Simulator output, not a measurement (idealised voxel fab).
voxel quadruple lines: a process module
It is cross-section cut that appears here, measuring 245 nm in width, its square cells being 5 nm in size.
We lay out every cross-section as a grid of square cells and spell it out in bands from the top down, where one band means one or more rows of cells.
It is stipulated that each band's entry specify, in nanometres, the height of the top of the band and then that of its bottom, followed by the materials of the band in left-to-right sequence, each together with its width in nanometres. A single material marked by the word "everywhere" is understood to fill the band from edge to edge; the word "air" is understood to denote empty space.
A quick word on heights: they are counted from 0, and under that level the wafer as it came to us is one material throughout. The lowest band is different from the rest in having no bottom; it simply continues downward, written as in "z 0 and below".
Per-row width for "30..40": begins at first number (top row of band), ends at second number (bottom row), increment between rows held constant.
Key: "stayed the same" - step with no changed cell in the cross-section.
You'll see "Closed void list" listing empty spaces that have no way open to the top, as long as they're 8 cells or more; the notation is width x height at distance, where the distance is from the left edge, and all of it is in nm.
Heads up: the bit after the settings on a step's line is the simulator's remark on that step.
overlay nm: on a step with a mask, how far right of its planned place the mask lay; negative means left.

THE PLANNED PROCESS STEPS ARE ENUMERATED HEREUNDER
1,RECEIVE [material Si]
2,CONFORMAL_DEP [material Al2O3] [thk nm 10]
3,DIRECTIONAL_DEP [material TiN] [thk nm 10]
4,DIRECTIONAL_DEP [material polySi] [thk nm 15]
5,DIRECTIONAL_DEP [material aC] [thk nm 25]
6,PATTERN [tone cover] [mask id MANDREL] [material resist] [width nm 25] [pitch nm 80] [thk nm 35] [overlay nm 0]
7,DIRECTIONAL_ETCH [etch materials aC] [depth nm 25]
8,STRIP [etch materials resist]
9,CONFORMAL_DEP [material SiO2] [thk nm 15]
10,DIRECTIONAL_ETCH [etch materials SiO2] [depth nm 15]
11,STRIP [etch materials aC]
12,DIRECTIONAL_ETCH [etch materials polySi] [depth nm 15]
13,STRIP [etch materials SiO2]
14,CONFORMAL_DEP [material SiN] [thk nm 5]
15,DIRECTIONAL_ETCH [etch materials SiN] [depth nm 5]
16,STRIP [etch materials polySi]
17,DIRECTIONAL_ETCH [etch materials TiN] [depth nm 5]
18,STRIP [etch materials SiN]
Wafers differ in depth nm at step 17; plan lists the first wafer's value; identical starting state.

SO THIS IS THE FIRST OF SEVERAL WAFERS, CROSS-SECTIONED AS IT CAME TO US, MEANING IT'S AT THE END OF STEP 1
    z 0 and below  Si everywhere
    Closed void list: none

THE TABLE BELOW HAS ONE ROW FOR EACH WAFER; A ROW SHOWS, AS OF THE END OF THE MODULE, HOW MANY CELLS OF EACH MATERIAL THE WAFER HAS GAINED, MARKED (+), OR LOST, MARKED (-), SINCE IT WAS RECEIVED, AND THEN THE WAFER'S CLOSED VOIDS
depth nm 5, +98 Al2O3, +57 TiN, Closed void list: none
depth nm 10, +98 Al2O3, +16 TiN, Closed void list: none
depth nm 15, +98 Al2O3, +16 TiN, Closed void list: none
depth nm 20, +98 Al2O3, +16 TiN, Closed void list: none
depth nm 25, +98 Al2O3, +16 TiN, Closed void list: none
